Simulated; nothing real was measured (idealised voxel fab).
The process module that follows is named voxel self aligned contacts.
cross-section cut | 200 nm wide | cells 5 nm
Throughout this document, each cross-section is represented as a grid of square cells and is presented as a sequence of bands enumerated from the top downward, where a band comprises one or more rows of cells.
Top, bottom (nm), then materials left to right with widths (nm); lone material tagged "full width" fills the whole band edge to edge; "blank" = empty space.
Height is counted from the level 0, under which the received wafer is composed throughout of one material. The lowest of the bands is not closed at the bottom but continues downward, in the notation "0 nm and below".
Width: "30->40" (first number = top row, second number = bottom row, same change from row to row of cells).
"changes: none" after a step means that no cell of the cross-section changed.
So "Sealed void inventory" is basically the list of trapped voids: any empty space of 8 cells or more that can't reach the top through an opening. They're written width x height at distance, the distance being from the left edge, and it's all nm.
Formally, on a step line, whatever follows the settings is a remark that the simulator itself makes on the step.
What "overlay nm" on a step's line means: if the step has a mask, that mask lay this far to the right of its planned place, or, when the value is negative, to the left.
The planned process steps are enumerated hereunder
1,op RECEIVE | material Si
2,op OXIDIZE | depth nm 5
3,op DIRECTIONAL_DEP | material polySi | thk nm 30
4,op DIRECTIONAL_DEP | material SiN | thk nm 15
5,op MASKED_ETCH | tone cover | mask id GATE | width nm 35 | pitch nm 60 | etch materials SiN | depth nm 15 | overlay nm 0
6,op MASKED_ETCH | tone cover | mask id GATE | width nm 35 | pitch nm 60 | etch materials polySi | depth nm 30 | overlay nm 0
7,op CONFORMAL_DEP | material SiN | thk nm 5
8,op DIRECTIONAL_ETCH | etch materials SiN | depth nm 5
9,op FILL_DEP | material SiO2 | thk nm 20
10,op CMP | height nm 55
11,op MASKED_ETCH | tone open | mask id CONTACT | width nm 35 | pitch nm 60 | etch materials SiO2 | depth nm 60 | overlay nm 0
12,op CONFORMAL_DEP | material TiN | thk nm 5
13,op FILL_DEP | material W | thk nm 10
14,op CMP | height nm 55
15,op CONFORMAL_DEP | material SiN | thk nm 5
Wafer at receipt (post step 1), cross-section
  0 nm and below  Si full width
  Sealed void inventory: none
Wafer at module end, in section. Began as above, planned as above, run with one mistake
  60 nm to 55 nm  SiN full width
  55 nm to 45 nm  50 SiO2 | 5->25 TiN | 25->5 W | 5 TiN | 25 SiO2 | 5->25 TiN | 25->5 W | 5 TiN | 55 SiO2
  45 nm to 35 nm  25 SiO2 | 45 SiN | 5 TiN | 5 W | 5 TiN | 45 SiN | 5 TiN | 5 W | 5 TiN | 45 SiN | 10 SiO2
  35 nm to 30 nm  25 SiO2 | 45 SiN | 15 TiN | 45 SiN | 15 TiN | 45 SiN | 10 SiO2
  30 nm to 0 nm  15 SiO2 | 5 SiN | 45 polySi | 5 SiN | 5 TiN | 5 SiN | 45 polySi | 5 SiN | 5 TiN | 5 SiN | 45 polySi | 5 SiN | 10 SiO2
  0 nm to -5 nm  70 SiO2 | 5 TiN | 55 SiO2 | 5 TiN | 65 SiO2
  -5 nm and below  Si full width
  Sealed void inventory: none
In executing the process, a mistake was made relative to the plan: step 5 did not happen as planned, as run it was op MASKED_ETCH | tone cover | mask id GATE | width nm 35 | pitch nm 60 | etch materials SiN | depth nm 15 | overlay nm 10
